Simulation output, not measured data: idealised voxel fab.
Proc. module: voxel local oxidation
Square cells of 5 nm make up the cross-section cut, whose width is 280 nm.
In what follows, cross-sections appear as grids of square cells, described through bands that run from the top down, where every band is one or more rows of cells. Band: top height; bottom height; in nm. Then, left to right: material with width in nm, for each material. "edge to edge": a single material spanning edge to edge. "air": empty space. Ref level 0: as-received wafer is one material below here. Bottom band extends down with no lower bound ("z 0 and below"). A width such as "30 to 40" changes by the same amount from each row of cells to the next, from the band's top row to its bottom row. For the purposes of this document, the phrase "nothing different" attached to a step denotes that no cell within the cross-section was modified by that step. Closed-off voids of 8+ cells (no open route to the top) go in "Completely sealed voids", written width x height at distance from the left edge, in nm. Step line, after settings: the simulator's comment on this step. The optional step-line setting "overlay nm" applies to steps with a mask and quantifies how far to the right of its planned location the mask lay, a negative value indicating leftward placement.

## Below is the list of planned process steps
1: RECEIVE,material Si
2: CONFORMAL_DEP,material SiO2,thk nm 5
3: CONFORMAL_DEP,material SiN,thk nm 15
4: PATTERN,tone cover,mask id ACTIVE,material resist,width nm 95,thk nm 15,overlay nm 0
5: DIRECTIONAL_ETCH,etch materials SiN,depth nm 15
6: STRIP,etch materials resist
7: SELECTIVE_ETCH,etch materials SiO2,depth nm 5
8: OXIDIZE,depth nm 15
9: STRIP,etch materials SiN

## First wafer, two in total, run as planned

## Incoming wafer, cross-sectional view, post step 1
z 0 and below: Si edge to edge
Completely sealed voids: none

## After step 2: wafer cross-section
z 5 to 0: SiO2 edge to edge
For the remainder of the cross-section, below 0, there is no change.

## After step 3: wafer cross-section
z 20 to 5: SiN edge to edge
For the remainder of the cross-section, below 5, there is no change.

## After step 4: wafer cross-section
z 35 to 20: air: 90; resist: 95; air: 95
For the remainder of the cross-section, below 20, there is no change.

## After step 5: wafer cross-section
z 35 to 20: air: 90; resist: 95; air: 95
z 20 to 5: air: 90; SiN: 95; air: 95
For the remainder of the cross-section, below 5, there is no change.

## After step 6: wafer cross-section
z 20 to 5: air: 90; SiN: 95; air: 95
For the remainder of the cross-section, below 5, there is no change.

## After step 7: wafer cross-section
z 20 to 5: air: 90; SiN: 95; air: 95
z 5 to 0: air: 95; SiO2: 85; air: 100
For the remainder of the cross-section, below 0, there is no change.

## After step 8: wafer cross-section
z 20 to 5: air: 90; SiN: 95; air: 95
z 5 to 0: air: 95; SiO2: 85; air: 100
z 0 to -15: SiO2: 110; Si: 55; SiO2: 115
For the remainder of the cross-section, below -15, there is no change.

## After step 9: wafer cross-section
z 5 to 0: air: 95; SiO2: 85; air: 100
For the remainder of the cross-section, below 0, there is no change.

## The second wafer began exactly as the first did and followed the same plan, but one mistake was made while running it; through step 3 inclusive, the two wafers are identical

## The second wafer in cross-section, at the planned close of step 4
z 35 to 20: air: 90; resist: 100; air: 90
For the remainder of the cross-section, below 20, there is no change.

## The second wafer in cross-section, at the planned close of step 5
z 35 to 20: air: 90; resist: 100; air: 90
z 20 to 5: air: 90; SiN: 100; air: 90
For the remainder of the cross-section, below 5, there is no change.

## The second wafer in cross-section, at the planned close of step 6
z 20 to 5: air: 90; SiN: 100; air: 90
For the remainder of the cross-section, below 5, there is no change.

## The second wafer in cross-section, at the planned close of step 7
z 20 to 5: air: 90; SiN: 100; air: 90
z 5 to 0: air: 95; SiO2: 90; air: 95
For the remainder of the cross-section, below 0, there is no change.

## The second wafer in cross-section, at the planned close of step 8
z 20 to 5: air: 90; SiN: 100; air: 90
z 5 to 0: air: 95; SiO2: 90; air: 95
z 0 to -15: SiO2: 110; Si: 60; SiO2: 110
For the remainder of the cross-section, below -15, there is no change.

## The second wafer in cross-section, at the planned close of step 9
z 5 to 0: air: 95; SiO2: 90; air: 95
For the remainder of the cross-section, below 0, there is no change.
Run error: step 4 went in with a setting other than planned; the actual run was PATTERN,tone cover,mask id ACTIVE,material resist,width nm 100,thk nm 15,overlay nm 0
at the end the second wafer has, in cells: Si +3 | SiO2 -2
